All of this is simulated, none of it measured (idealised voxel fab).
process module | voxel spacer lines
cross-section cut | 265 nm wide | cells 5 nm
A cross-section is a grid of square cells, given in bands from the top down. A band is one or more rows of cells.
Each band's line starts with the height of the band's top and of its bottom, in nm. Then come its materials from left to right, each with its width in nm. One material with "throughout" fills the band from edge to edge. "air" is empty space.
Height 0 is the level under which the wafer as received is all one material. The lowest band goes on downwards, as in "0 down".
A width such as "30 to 40" changes by the same amount from each row of cells to the next, from the band's top row to its bottom row.
"no change" after a step means that no cell of the cross-section changed.
closed voids: empty space of 8 cells or more with no open way to the top, each as width x height at its distance from the left edge, in nm
after a step's settings: what the simulator itself notes on the step
overlay nm, on a step with a mask: how far to the right of its planned place the mask lay; to the left if negative
plan
1 op RECEIVE | material Si
2 op CONFORMAL_DEP | material Al2O3 | thk nm 10
3 op DIRECTIONAL_DEP | material TiN | thk nm 10
4 op DIRECTIONAL_DEP | material aC | thk nm 25
5 op PATTERN | tone cover | mask id MANDREL | material resist | width nm 15 | pitch nm 70 | thk nm 35 | overlay nm 0
6 op DIRECTIONAL_ETCH | etch materials aC | depth nm 25
7 op STRIP | etch materials resist
8 op CONFORMAL_DEP | material SiO2 | thk nm 15
9 op DIRECTIONAL_ETCH | etch materials SiO2 | depth nm 15
10 op STRIP | etch materials aC
11 op DIRECTIONAL_ETCH | etch materials TiN | depth nm 10
12 op STRIP | etch materials SiO2
varied across the wafers: width nm of step 5. The plan shows the first wafer's value. All wafers start alike
first wafer as received, after step 1
  0 down: Si throughout
  closed voids: none
first wafer at the end, after step 12
  20 to 10: air 40 | TiN 15 | air 15 | TiN 15 | air 25 | TiN 15 | air 15 | TiN 15 | air 25 | TiN 15 | air 15 | TiN 15 | air 40
  10 to 0: Al2O3 throughout
  0 down: Si throughout
  closed voids: none
last wafer at the end
  20 to 10: air 30 | TiN 15 | air 35 | TiN 15 | air 5 | TiN 15 | air 35 | TiN 15 | air 5 | TiN 15 | air 35 | TiN 15 | air 30
  10 to 0: Al2O3 throughout
  0 down: Si throughout
  closed voids: none
each wafer at the end: cells of each material gained (+) or lost (-) since it was received, then its closed voids
width nm 15 | +106 Al2O3 | +36 TiN | closed voids: none
width nm 20 | +106 Al2O3 | +36 TiN | closed voids: none
width nm 25 | +106 Al2O3 | +36 TiN | closed voids: none
width nm 30 | +106 Al2O3 | +36 TiN | closed voids: none
width nm 35 | +106 Al2O3 | +36 TiN | closed voids: none
